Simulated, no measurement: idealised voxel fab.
Process module under the name voxel trench capacitor
Section shown: cut. Width: 245 nm. Cell size: 5 nm, square.
Reading order for cross-sections: top band down to bottom band. Underlying form: a grid of square cells. Band size: one or more rows of cells.
Heights first: top, then bottom, in nm. Then materials, left to right, each with a width in nm. "everywhere" on a single material: fills the band edge to edge. "empty": empty space.
The level at which height equals 0 is the one under which the wafer, as it arrives, is entirely one material. No lower edge exists for the bottom band, which continues downward and is notated as in "0 and below".
The notation "30->40" denotes a width that varies across the rows of cells in the band, beginning at the first number in the top row, finishing at the second number in the bottom row, and changing by an identical amount from each row to the next.
Step marked "identical to before"? Then no cell in the cross-section changed in it.
So "Voids, enclosed" is basically the list of trapped voids: any empty space of 8 cells or more that can't reach the top through an opening. They're written width x height at distance, the distance being from the left edge, and it's all nm.
Post-settings text on a step line: simulator's own remark regarding the step.
overlay nm: mask right of planned place by this much (step with mask). Neg. = left.

Planned process steps
1,RECEIVE: material Si
2,CONFORMAL_DEP: material SiN, thk nm 5
3,DIRECTIONAL_DEP: material aC, thk nm 15
4,PATTERN: tone open, mask id TRENCH, material resist, width nm 15, pitch nm 35, thk nm 35, overlay nm 0
5,DIRECTIONAL_ETCH: etch materials aC, depth nm 15
6,STRIP: etch materials resist
7,DIRECTIONAL_ETCH: etch materials SiN, depth nm 5
8,DIRECTIONAL_ETCH: etch materials Si, depth nm 35
9,STRIP: etch materials aC
10,CONFORMAL_DEP: material SiO2, thk nm 5
11,FILL_DEP: material polySi, thk nm 10
12,CMP: height nm 5

As-received state of the wafer in cross-section, equivalent to post-step 1
  0 and below | Si everywhere
  Voids, enclosed: none

Here's the wafer cut in cross-section after the module, started and planned just like above, except one thing was done wrong in the run
  5 down to 0 | 95 nm SiN; 5 nm SiO2; 10 nm polySi; 5 nm SiO2; 15 nm SiN; 5 nm SiO2; 10 nm polySi; 5 nm SiO2; 95 nm SiN
  0 down to -30 | 95 nm Si; 5 nm SiO2; 10 nm polySi; 5 nm SiO2; 15 nm Si; 5 nm SiO2; 10 nm polySi; 5 nm SiO2; 95 nm Si
  -30 down to -35 | 95 nm Si; 20 nm SiO2; 15 nm Si; 20 nm SiO2; 95 nm Si
  -35 and below | Si everywhere
  Voids, enclosed: none
Misprocessing identified: step 4 ran with different settings than intended, the actual operation and settings being PATTERN: tone open, mask id TRENCH, material resist, width nm 20, pitch nm 35, thk nm 35, overlay nm 0
